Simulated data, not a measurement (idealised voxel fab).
The document below concerns the process module designated voxel transistor to metal.
cross-section cut | 165 nm wide | cells 5 nm
Throughout this document, each cross-section is represented as a grid of square cells and is presented as a sequence of bands enumerated from the top downward, where a band comprises one or more rows of cells. Quick guide to a band line: top height, bottom height (nm) up front; then every material left to right with its width in nm. Only one material and it's marked "all across"? Then it fills the band edge to edge. And "blank" just means empty space. Heights are expressed relative to 0, this being the level below which the as-received wafer comprises one material exclusively. The lowest band is unbounded in the downward direction and is denoted as in "0 and below". The width entry "30->40" should be interpreted row by row: the top row of cells in the band takes the first number, the bottom row takes the second number, and the change between adjacent rows is uniform throughout. What does "everything unchanged" mean for a step? It means no cell of the cross-section changed in that step. Heads up: "Unvented voids" only lists the empty pockets with no open path to the top that are 8 cells or more, and it writes them as width x height at distance, distance from the left edge, in nm. Read whatever lies past the settings on a step's line as the simulator's own remark about the step. Steps that use a mask can have "overlay nm" on their line. It says how far the mask sat to the right of where it was meant to be. Negative means to the left. Pairs, read this way: before one process step on the one hand, after it on the other, the after cross-section ending at the lowest band that changed; the step between, settings included, beneath. Same starting wafer throughout, but possibly different runs of this module, so no pair continues from the pair above unless its entry headed "State on entry" says so.
# State on entry
* 70 down to 50 = 35 nm lowk  5 nm SiCN  20 nm W  5 nm SiCN  35 nm lowk  5 nm SiCN  20 nm W  5 nm SiCN  35 nm lowk
* 50 down to 45 = 40 nm SiCN  20 nm TiN  45 nm SiCN  20 nm TiN  40 nm SiCN
* 45 down to 40 = 35 nm Ru  5 nm TiN  20 nm SiO2  5 nm TiN  35 nm Ru  5 nm TiN  20 nm SiO2  5 nm TiN  35 nm Ru
* 40 down to 35 = 35 nm Ru  5 nm TiN  20 nm SiO2  45 nm TiN  20 nm SiO2  5 nm TiN  35 nm Ru
* 35 down to 25 = 35 nm Ru  5 nm TiN  20 nm SiO2  5 nm TiN  5 nm SiN  5 nm TiN  15 nm SiCN  5 nm TiN  5 nm SiN  5 nm TiN  20 nm SiO2  5 nm TiN  35 nm Ru
* 25 down to 10 = 35 nm Ru  5 nm TiN  20 nm SiO2  5 nm TiN  5 nm SiN  5 nm TiN  15 nm polySi  5 nm TiN  5 nm SiN  5 nm TiN  20 nm SiO2  5 nm TiN  35 nm Ru
* 10 down to 5 = 25 nm Ru  15 nm TiN  20 nm SiO2  5 nm TiN  5 nm SiN  5 nm TiN  15 nm polySi  5 nm TiN  5 nm SiN  5 nm TiN  20 nm SiO2  15 nm TiN  25 nm Ru
* 5 down to 0 = 30 nm TiN  5 nm SiN  5 nm TiN  20 nm SiO2  5 nm TiN  5 nm SiN  5 nm TiN  15 nm polySi  5 nm TiN  5 nm SiN  5 nm TiN  20 nm SiO2  5 nm TiN  5 nm SiN  30 nm TiN
* 0 down to -5 = 35 nm SiO2  30 nm SiGe  35 nm SiO2  30 nm SiGe  35 nm SiO2
* -5 down to -20 = 30 nm SiO2  105 nm Si  30 nm SiO2
* -20 and below = Si all across
* Unvented voids: none
# Post-Step Appearance
* 75 down to 70 = SiN all across
* Lower than 70, everything is as it was.
* Unvented voids: none
What is the step between the two cross-sections above? CONFORMAL_DEP with material SiN, thk nm 5
